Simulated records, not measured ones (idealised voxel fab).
Documented hereafter: the process module known as voxel wiring stack.
Cross-section cut: width 230 nm, square cells of 5 nm.
Format of a cross-section: grid, square cells. Given as bands. Order: top down. Band: one or more rows of cells. Band: top height; bottom height; in nm. Then, left to right: material with width in nm, for each material. "throughout": a single material spanning edge to edge. "blank": empty space. Heights from 0 (as-received wafer is one material below). Bottom band endless downward, as "from 0 down". The notation "30 to 40" denotes a width that varies across the rows of cells in the band, beginning at the first number in the top row, finishing at the second number in the bottom row, and changing by an identical amount from each row to the next. The designation "left unchanged", where it is given for a processing step, indicates that no cell of the cross-section was altered in the course of that step. "Closed void list" contains a list of empty spaces, each no smaller than 8 cells and without an open way to the top, written in the form width x height at distance with the distance from the left edge and all three in nm. Whatever follows a step's settings on its line is a remark the simulator itself makes about that step. If you see "overlay nm" on a step's line and that step has a mask, it's telling you how far right of where it was planned the mask ended up; a negative number means it went left instead.

### plan
1 RECEIVE: material Si
2 CONFORMAL_DEP: material SiO2, thk nm 10
3 CONFORMAL_DEP: material SiCN, thk nm 5
4 DIRECTIONAL_DEP: material lowk, thk nm 25
5 DIRECTIONAL_DEP: material aC, thk nm 10
6 PATTERN: tone open, mask id METAL_1, material resist, width nm 30, pitch nm 45, thk nm 25, overlay nm 0
7 DIRECTIONAL_ETCH: etch materials aC, depth nm 10
8 STRIP: etch materials resist
9 DIRECTIONAL_ETCH: etch materials lowk, depth nm 25
10 DIRECTIONAL_ETCH: etch materials SiCN, depth nm 5
11 STRIP: etch materials aC
12 CONFORMAL_DEP: material TiN, thk nm 5
13 FILL_DEP: material Cu, thk nm 5
14 CMP: height nm 40
15 CONFORMAL_DEP: material SiCN, thk nm 5
16 DIRECTIONAL_DEP: material SiO2, thk nm 30
17 MASKED_ETCH: tone open, mask id METAL_2, width nm 20, pitch nm 45, etch materials SiO2, depth nm 20, overlay nm 0
18 DIRECTIONAL_DEP: material aC, thk nm 15
19 PATTERN: tone open, mask id METAL_2_HOLES, material resist, width nm 15, pitch nm 45, thk nm 30, overlay nm 0
20 DIRECTIONAL_ETCH: etch materials aC, depth nm 15
21 STRIP: etch materials resist
22 DIRECTIONAL_ETCH: etch materials SiO2, depth nm 10
23 DIRECTIONAL_ETCH: etch materials SiCN, depth nm 5
24 STRIP: etch materials aC
25 CONFORMAL_DEP: material TiN, thk nm 5
26 FILL_DEP: material Cu, thk nm 10
27 CMP: height nm 75
28 CONFORMAL_DEP: material SiCN, thk nm 5
29 DIRECTIONAL_DEP: material lowk, thk nm 30
30 MASKED_ETCH: tone open, mask id METAL_3, width nm 30, pitch nm 45, etch materials lowk, depth nm 20, overlay nm 0
31 DIRECTIONAL_DEP: material aC, thk nm 15
32 PATTERN: tone open, mask id METAL_3_HOLES, material resist, width nm 15, pitch nm 45, thk nm 30, overlay nm 0
33 DIRECTIONAL_ETCH: etch materials aC, depth nm 15
34 STRIP: etch materials resist
35 DIRECTIONAL_ETCH: etch materials lowk, depth nm 10
36 DIRECTIONAL_ETCH: etch materials SiCN, depth nm 5
37 STRIP: etch materials aC
38 CONFORMAL_DEP: material TiN, thk nm 5
39 FILL_DEP: material Ru, thk nm 5
40 CMP: height nm 110
41 CONFORMAL_DEP: material SiCN, thk nm 5
Split variable: width nm, step 17. Plan value = first wafer. Wafers start alike.

### After step 1, as received: first of several wafers, cross-section
- from 0 down: Si throughout
- Closed void list: none

### After the module's final step, step 41: the first of several wafers in cross-section
- from 115 to 110: SiCN throughout
- from 110 to 95: lowk: 30 | TiN: 5 | Ru: 20 | TiN: 5 | lowk: 15 | TiN: 5 | Ru: 20 | TiN: 5 | lowk: 15 | TiN: 5 | Ru: 20 | TiN: 5 | lowk: 15 | TiN: 5 | Ru: 20 | TiN: 5 | lowk: 35
- from 95 to 90: lowk: 30 | TiN: 5 | Ru: 5 | TiN: 20 | lowk: 15 | TiN: 5 | Ru: 5 | TiN: 20 | lowk: 15 | TiN: 5 | Ru: 5 | TiN: 20 | lowk: 15 | TiN: 5 | Ru: 5 | TiN: 20 | lowk: 35
- from 90 to 80: lowk: 30 | TiN: 5 | Ru: 5 | TiN: 5 | lowk: 30 | TiN: 5 | Ru: 5 | TiN: 5 | lowk: 30 | TiN: 5 | Ru: 5 | TiN: 5 | lowk: 30 | TiN: 5 | Ru: 5 | TiN: 5 | lowk: 50
- from 80 to 75: SiCN: 30 | TiN: 15 | SiCN: 30 | TiN: 15 | SiCN: 30 | TiN: 15 | SiCN: 30 | TiN: 15 | SiCN: 50
- from 75 to 65: SiO2: 30 | TiN: 5 to 10 | Cu: 15 to 10 | TiN: 5 | SiO2: 20 | TiN: 5 to 10 | Cu: 15 to 10 | TiN: 5 | SiO2: 20 | TiN: 5 to 10 | Cu: 15 to 10 | TiN: 5 | SiO2: 20 | TiN: 5 to 10 | Cu: 15 to 10 | TiN: 5 | SiO2: 40
- from 65 to 60: SiO2: 35 | TiN: 5 | Cu: 10 | TiN: 5 | SiO2: 25 | TiN: 5 | Cu: 10 | TiN: 5 | SiO2: 25 | TiN: 5 | Cu: 10 | TiN: 5 | SiO2: 25 | TiN: 5 | Cu: 10 | TiN: 5 | SiO2: 40
- from 60 to 55: SiO2: 35 | TiN: 20 | SiO2: 25 | TiN: 20 | SiO2: 25 | TiN: 20 | SiO2: 25 | TiN: 20 | SiO2: 40
- from 55 to 45: SiO2: 35 | TiN: 10 | SiO2: 35 | TiN: 10 | SiO2: 35 | TiN: 10 | SiO2: 35 | TiN: 10 | SiO2: 50
- from 45 to 40: SiCN: 35 | TiN: 10 | SiCN: 35 | TiN: 10 | SiCN: 35 | TiN: 10 | SiCN: 35 | TiN: 10 | SiCN: 50
- from 40 to 15: lowk: 30 | TiN: 5 | Cu: 20 | TiN: 5 | lowk: 15 | TiN: 5 | Cu: 20 | TiN: 5 | lowk: 15 | TiN: 5 | Cu: 20 | TiN: 5 | lowk: 15 | TiN: 5 | Cu: 20 | TiN: 5 | lowk: 35
- from 15 to 10: SiCN: 30 | TiN: 30 | SiCN: 15 | TiN: 30 | SiCN: 15 | TiN: 30 | SiCN: 15 | TiN: 30 | SiCN: 35
- from 10 to 0: SiO2 throughout
- from 0 down: Si throughout
- Closed void list: none

### Cross-sectional depiction of the last of several wafers upon completion of the module
- from 115 to 110: SiCN throughout
- from 110 to 95: lowk: 30 | TiN: 5 | Ru: 20 | TiN: 5 | lowk: 15 | TiN: 5 | Ru: 20 | TiN: 5 | lowk: 15 | TiN: 5 | Ru: 20 | TiN: 5 | lowk: 15 | TiN: 5 | Ru: 20 | TiN: 5 | lowk: 35
- from 95 to 90: lowk: 30 | TiN: 5 | Ru: 5 | TiN: 20 | lowk: 15 | TiN: 5 | Ru: 5 | TiN: 20 | lowk: 15 | TiN: 5 | Ru: 5 | TiN: 20 | lowk: 15 | TiN: 5 | Ru: 5 | TiN: 20 | lowk: 35
- from 90 to 80: lowk: 30 | TiN: 5 | Ru: 5 | TiN: 5 | lowk: 30 | TiN: 5 | Ru: 5 | TiN: 5 | lowk: 30 | TiN: 5 | Ru: 5 | TiN: 5 | lowk: 30 | TiN: 5 | Ru: 5 | TiN: 5 | lowk: 50
- from 80 to 75: SiCN: 30 | TiN: 15 | SiCN: 30 | TiN: 15 | SiCN: 30 | TiN: 15 | SiCN: 30 | TiN: 15 | SiCN: 50
- from 75 to 60: SiO2: 30 | TiN: 5 | Cu: 20 | TiN: 5 | SiO2: 15 | TiN: 5 | Cu: 20 | TiN: 5 | SiO2: 15 | TiN: 5 | Cu: 20 | TiN: 5 | SiO2: 15 | TiN: 5 | Cu: 20 | TiN: 5 | SiO2: 35
- from 60 to 55: SiO2: 30 | TiN: 5 | Cu: 5 | TiN: 20 | SiO2: 15 | TiN: 5 | Cu: 5 | TiN: 20 | SiO2: 15 | TiN: 5 | Cu: 5 | TiN: 20 | SiO2: 15 | TiN: 5 | Cu: 5 | TiN: 20 | SiO2: 35
- from 55 to 45: SiO2: 30 | TiN: 5 | Cu: 5 | TiN: 5 | SiO2: 30 | TiN: 5 | Cu: 5 | TiN: 5 | SiO2: 30 | TiN: 5 | Cu: 5 | TiN: 5 | SiO2: 30 | TiN: 5 | Cu: 5 | TiN: 5 | SiO2: 50
- from 45 to 40: SiCN: 30 | TiN: 15 | SiCN: 30 | TiN: 15 | SiCN: 30 | TiN: 15 | SiCN: 30 | TiN: 15 | SiCN: 50
- from 40 to 15: lowk: 30 | TiN: 5 | Cu: 20 | TiN: 5 | lowk: 15 | TiN: 5 | Cu: 20 | TiN: 5 | lowk: 15 | TiN: 5 | Cu: 20 | TiN: 5 | lowk: 15 | TiN: 5 | Cu: 20 | TiN: 5 | lowk: 35
- from 15 to 10: SiCN: 30 | TiN: 30 | SiCN: 15 | TiN: 30 | SiCN: 15 | TiN: 30 | SiCN: 15 | TiN: 30 | SiCN: 35
- from 10 to 0: SiO2 throughout
- from 0 down: Si throughout
- Closed void list: none

### The table below has one row for each wafer; a row shows, as of the end of the module, how many cells of each material the wafer has gained, marked (+), or lost, marked (-), since it was received, and then the wafer's closed voids
width nm 20; +108 Cu; +60 Ru; +140 SiCN; +280 SiO2; +204 TiN; +266 lowk; Closed void list: none
width nm 25; +120 Cu; +60 Ru; +140 SiCN; +264 SiO2; +208 TiN; +266 lowk; Closed void list: none
width nm 30; +140 Cu; +60 Ru; +136 SiCN; +248 SiO2; +208 TiN; +266 lowk; Closed void list: none
